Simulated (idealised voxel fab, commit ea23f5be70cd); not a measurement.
This is a process module. Its name is voxel transistor to metal.
This is section cut - it's 295 nm across, gridded in 5 nm square cells.
Think of the cross-section as a grid of square cells. We describe it in bands, top to bottom, and each band covers one or more rows of those cells.
For a band, the entry starts with two heights in nm, that of the top and then that of the bottom, and carries on with the band's materials in order from left to right, each alongside its width in nm; the word "everywhere" beside a single material means it fills the band edge to edge, and "empty" means empty space.
Ref level 0: as-received wafer is one material below here. Bottom band extends down with no lower bound ("0 down").
Graded width ("30->40"): value in top row of band = first number; value in bottom row = second number; row-to-row change constant.
"remained unchanged", as given for a step, is the statement that not any cell of the cross-section underwent a change during that step.
"Fully enclosed voids" means: voids of 8 cells or more that are shut off from the top with no open way through. Written width x height at distance, distance from the left edge, in nm.
Step line, after settings: the simulator's comment on this step.
overlay nm: right-of-plan distance of the mask on a masked step; negative values mean left-of-plan.
[Listed below are the process steps as planned]
1) RECEIVE (material Si)
2) CONFORMAL_DEP (material SiO2; thk nm 5)
3) CONFORMAL_DEP (material SiN; thk nm 15)
4) PATTERN (tone cover; mask id ACTIVE; material resist; width nm 105; pitch nm 135; thk nm 15; overlay nm 0)
5) DIRECTIONAL_ETCH (etch materials SiN; depth nm 15)
6) DIRECTIONAL_ETCH (etch materials SiO2; depth nm 5)
7) DIRECTIONAL_ETCH (etch materials Si; depth nm 30)
8) STRIP (etch materials resist)
9) OXIDIZE (depth nm 5)
10) FILL_DEP (material SiO2; thk nm 10)
11) CMP (height nm 20)
12) SELECTIVE_ETCH (etch materials SiO2; depth nm 15)
13) STRIP (etch materials SiN)
14) SELECTIVE_ETCH (etch materials SiO2; depth nm 5)
15) OXIDIZE (depth nm 5)
16) DIRECTIONAL_DEP (material polySi; thk nm 25)
17) DIRECTIONAL_DEP (material SiCN; thk nm 10)
18) MASKED_ETCH (tone cover; mask id GATE; width nm 25; pitch nm 135; etch materials SiCN; depth nm 20; overlay nm 0)
19) MASKED_ETCH (tone cover; mask id GATE; width nm 25; pitch nm 135; etch materials polySi; depth nm 35; overlay nm 0)
20) CONFORMAL_DEP (material SiO2; thk nm 5)
21) DIRECTIONAL_ETCH (etch materials SiO2; depth nm 5)
22) CONFORMAL_DEP (material SiN; thk nm 10)
23) DIRECTIONAL_ETCH (etch materials SiN; depth nm 10)
24) DIRECTIONAL_ETCH (etch materials SiO2; depth nm 5)
25) DIRECTIONAL_ETCH (etch materials Si; depth nm 15)
26) EPI (material nSi; thk nm 15)
27) FILL_DEP (material SiO2; thk nm 10)
28) CMP (height nm 35)
29) DIRECTIONAL_DEP (material SiO2; thk nm 15)
30) DIRECTIONAL_DEP (material aC; thk nm 15)
31) PATTERN (tone open; mask id CONTACT; material resist; width nm 30; thk nm 30; overlay nm 0)
32) DIRECTIONAL_ETCH (etch materials aC; depth nm 15)
33) STRIP (etch materials resist)
34) DIRECTIONAL_ETCH (etch materials SiO2; depth nm 55)
35) STRIP (etch materials aC)
36) CONFORMAL_DEP (material TiN; thk nm 5)
37) FILL_DEP (material W; thk nm 5)
38) CMP (height nm 50)
39) DIRECTIONAL_DEP (material TiN; thk nm 5)
40) DIRECTIONAL_DEP (material Ru; thk nm 20)
41) PATTERN (tone cover; mask id METAL_1; material resist; width nm 20; thk nm 20; overlay nm 0)
42) DIRECTIONAL_ETCH (etch materials Ru; depth nm 20)
43) DIRECTIONAL_ETCH (etch materials TiN; depth nm 5)
44) STRIP (etch materials resist)
45) CONFORMAL_DEP (material SiN; thk nm 5)
46) FILL_DEP (material lowk; thk nm 5)
47) CMP (height nm 75)
48) CONFORMAL_DEP (material SiCN; thk nm 5)
49) DIRECTIONAL_DEP (material lowk; thk nm 25)
50) DIRECTIONAL_DEP (material aC; thk nm 15)
51) PATTERN (tone open; mask id METAL_2; material resist; width nm 20; pitch nm 135; thk nm 35; overlay nm 0)
52) DIRECTIONAL_ETCH (etch materials aC; depth nm 15)
53) STRIP (etch materials resist)
54) DIRECTIONAL_ETCH (etch materials lowk; depth nm 15)
55) STRIP (etch materials aC)
56) DIRECTIONAL_DEP (material aC; thk nm 10)
57) PATTERN (tone open; mask id METAL_2_HOLES; material resist; width nm 15; pitch nm 135; thk nm 25; overlay nm 0)
58) DIRECTIONAL_ETCH (etch materials aC; depth nm 10)
59) STRIP (etch materials resist)
60) DIRECTIONAL_ETCH (etch materials lowk; depth nm 10)
61) DIRECTIONAL_ETCH (etch materials SiCN; depth nm 5)
62) STRIP (etch materials aC)
63) CONFORMAL_DEP (material TiN; thk nm 5)
64) FILL_DEP (material Cu; thk nm 5)
65) CMP (height nm 105)
66) CONFORMAL_DEP (material SiCN; thk nm 5)
[Cross-section of the wafer at receipt, which is the condition after step 1]
    0 down | Si everywhere
    Fully enclosed voids: none
[a wafer at the end: this start, this plan, one mistake]
    110 to 105 | SiCN everywhere
    105 to 95 | lowk: 30 | TiN: 5 | Cu: 10 | TiN: 5 | lowk: 115 | TiN: 5 | Cu: 10 | TiN: 5 | lowk: 110
    95 to 90 | lowk: 30 | TiN: 5 | Cu: 5 | TiN: 10 | lowk: 115 | TiN: 5 | Cu: 5 | TiN: 10 | lowk: 110
    90 to 80 | lowk: 30 | TiN: 5 | Cu: 5 | TiN: 5 | lowk: 120 | TiN: 5 | Cu: 5 | TiN: 5 | lowk: 115
    80 to 75 | SiCN: 30 | TiN: 15 | SiCN: 120 | TiN: 15 | SiCN: 115
    75 to 55 | lowk: 25 | SiN: 5 | Ru: 25 | SiN: 5 | lowk: 40 | SiN: 5 | Ru: 25 | SiN: 5 | lowk: 25 | SiN: 5 | Ru: 25 | SiN: 5 | lowk: 40 | SiN: 5 | Ru: 25 | SiN: 5 | lowk: 25
    55 to 50 | SiN: 30 | TiN: 25 | SiN: 50 | TiN: 25 | SiN: 35 | TiN: 25 | SiN: 50 | TiN: 25 | SiN: 30
    50 to 40 | SiO2: 30 | TiN: 5 | W: 20 | TiN: 5 | SiO2: 35 | TiN: 5 | W: 20 | TiN: 5 | SiO2: 40 | TiN: 5 | W: 20 | TiN: 5 | SiO2: 35 | TiN: 5 | W: 20 | TiN: 5 | SiO2: 35
    40 to 35 | SiO2: 30 | TiN: 5 | W: 10 | TiN: 15 | SiO2: 35 | TiN: 15 | W: 10 | TiN: 5 | SiO2: 40 | TiN: 5 | W: 10 | TiN: 15 | SiO2: 35 | TiN: 15 | W: 10 | TiN: 5 | SiO2: 35
    35 to 25 | SiO2: 30 | TiN: 5 | W: 10 | TiN: 5 | SiN: 10 | SiO2: 5 | SiCN: 25 | SiO2: 5 | SiN: 10 | TiN: 5 | W: 10 | TiN: 5 | SiO2: 40 | TiN: 5 | W: 10 | TiN: 5 | SiN: 10 | SiO2: 5 | SiCN: 25 | SiO2: 5 | SiN: 10 | TiN: 5 | W: 10 | TiN: 5 | SiO2: 35
    25 to 15 | SiO2: 30 | TiN: 5 | W: 10 | TiN: 5 | SiN: 10 | SiO2: 5 | polySi: 25 | SiO2: 5 | SiN: 10 | TiN: 5 | W: 10 | TiN: 5 | SiO2: 40 | TiN: 5 | W: 10 | TiN: 5 | SiN: 10 | SiO2: 5 | polySi: 25 | SiO2: 5 | SiN: 10 | TiN: 5 | W: 10 | TiN: 5 | SiO2: 35
    15 to 10 | SiO2: 30 | TiN: 20 | SiN: 10 | SiO2: 5 | polySi: 25 | SiO2: 5 | SiN: 10 | TiN: 20 | SiO2: 40 | TiN: 20 | SiN: 10 | SiO2: 5 | polySi: 25 | SiO2: 5 | SiN: 10 | TiN: 20 | SiO2: 35
    10 to 0 | SiO2: 30 | TiN: 5 | nSi: 15 | SiN: 10 | SiO2: 5 | polySi: 25 | SiO2: 5 | SiN: 10 | nSi: 15 | TiN: 5 | SiO2: 40 | TiN: 5 | nSi: 15 | SiN: 10 | SiO2: 5 | polySi: 25 | SiO2: 5 | SiN: 10 | nSi: 15 | TiN: 5 | SiO2: 35
    0 to -5 | SiO2: 30 | TiN: 5 | nSi: 15 | SiO2: 55 | nSi: 15 | TiN: 5 | SiO2: 40 | TiN: 5 | nSi: 15 | SiO2: 55 | nSi: 15 | TiN: 5 | SiO2: 35
    -5 to -20 | SiO2: 30 | nSi: 20 | Si: 55 | nSi: 20 | SiO2: 40 | nSi: 20 | Si: 55 | nSi: 20 | SiO2: 35
    -20 to -35 | SiO2: 30 | Si: 95 | SiO2: 40 | Si: 95 | SiO2: 35
    -35 down | Si everywhere
    Fully enclosed voids: none
Error vs. plan: step 41 was run on a setting that differed from the plan, and what really ran there is PATTERN (tone cover; mask id METAL_1; material resist; width nm 25; thk nm 20; overlay nm 0)
